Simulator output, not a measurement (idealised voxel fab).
process module | voxel ribs on slabs
cross-section cut | 150 nm wide | cells 5 nm
A cross-section is a grid of square cells, given in bands from the top down. A band is one or more rows of cells.
Each band's line starts with the height of the band's top and of its bottom, in nm. Then come its materials from left to right, each with its width in nm. One material with "throughout" fills the band from edge to edge. "air" is empty space.
Height 0 is the level under which the wafer as received is all one material. The lowest band goes on downwards, as in "0 down".
A width such as "30 to 40" changes by the same amount from each row of cells to the next, from the band's top row to its bottom row.
"no change" after a step means that no cell of the cross-section changed.
closed voids: empty space of 8 cells or more with no open way to the top, each as width x height at its distance from the left edge, in nm
after a step's settings: what the simulator itself notes on the step
overlay nm, on a step with a mask: how far to the right of its planned place the mask lay; to the left if negative
plan
1 op RECEIVE | material Si
2 op DIRECTIONAL_DEP | material SiO2 | thk nm 25
3 op DIRECTIONAL_DEP | material polySi | thk nm 15
4 op DIRECTIONAL_DEP | material aC | thk nm 10
5 op PATTERN | tone cover | mask id RIB | material resist | width nm 25 | thk nm 25 | overlay nm 0
6 op DIRECTIONAL_ETCH | etch materials aC | depth nm 10
7 op STRIP | etch materials resist
8 op DIRECTIONAL_ETCH | etch materials polySi | depth nm 10
9 op STRIP | etch materials aC
10 op PATTERN | tone cover | mask id SLAB | material resist | width nm 85 | thk nm 20 | overlay nm 0
11 op DIRECTIONAL_ETCH | etch materials polySi | depth nm 5
12 op STRIP | etch materials resist
13 op FILL_DEP | material SiO2 | thk nm 25
14 op CMP | height nm 60
15 op DIRECTIONAL_DEP | material W | thk nm 5
16 op DIRECTIONAL_DEP | material aC | thk nm 15
17 op PATTERN | tone cover | mask id HEATER | material resist | width nm 35 | thk nm 30 | overlay nm 0
18 op DIRECTIONAL_ETCH | etch materials aC | depth nm 15
19 op STRIP | etch materials resist
20 op DIRECTIONAL_ETCH | etch materials W | depth nm 5
21 op STRIP | etch materials aC
22 op CONFORMAL_DEP | material SiO2 | thk nm 5
as received, after step 1
  0 down: Si throughout
  closed voids: none
first wafer at the end, as planned
  70 to 65: air 50 | SiO2 45 | air 55
  65 to 60: SiO2 55 | W 35 | SiO2 60
  60 to 40: SiO2 throughout
  40 to 30: SiO2 60 | polySi 25 | SiO2 65
  30 to 25: SiO2 30 | polySi 85 | SiO2 35
  25 to 0: SiO2 throughout
  0 down: Si throughout
  closed voids: none
second wafer at the end: like start, like plan, one mistake
  85 to 65: SiO2 throughout
  65 to 60: W throughout
  60 to 40: SiO2 throughout
  40 to 30: SiO2 60 | polySi 25 | SiO2 65
  30 to 25: SiO2 30 | polySi 85 | SiO2 35
  25 to 0: SiO2 throughout
  0 down: Si throughout
  closed voids: none
what went wrong: step 16 ran as: op DIRECTIONAL_DEP | material SiO2 | thk nm 15
at the end the second wafer has, in cells: 88 more of SiO2 | 23 more of W
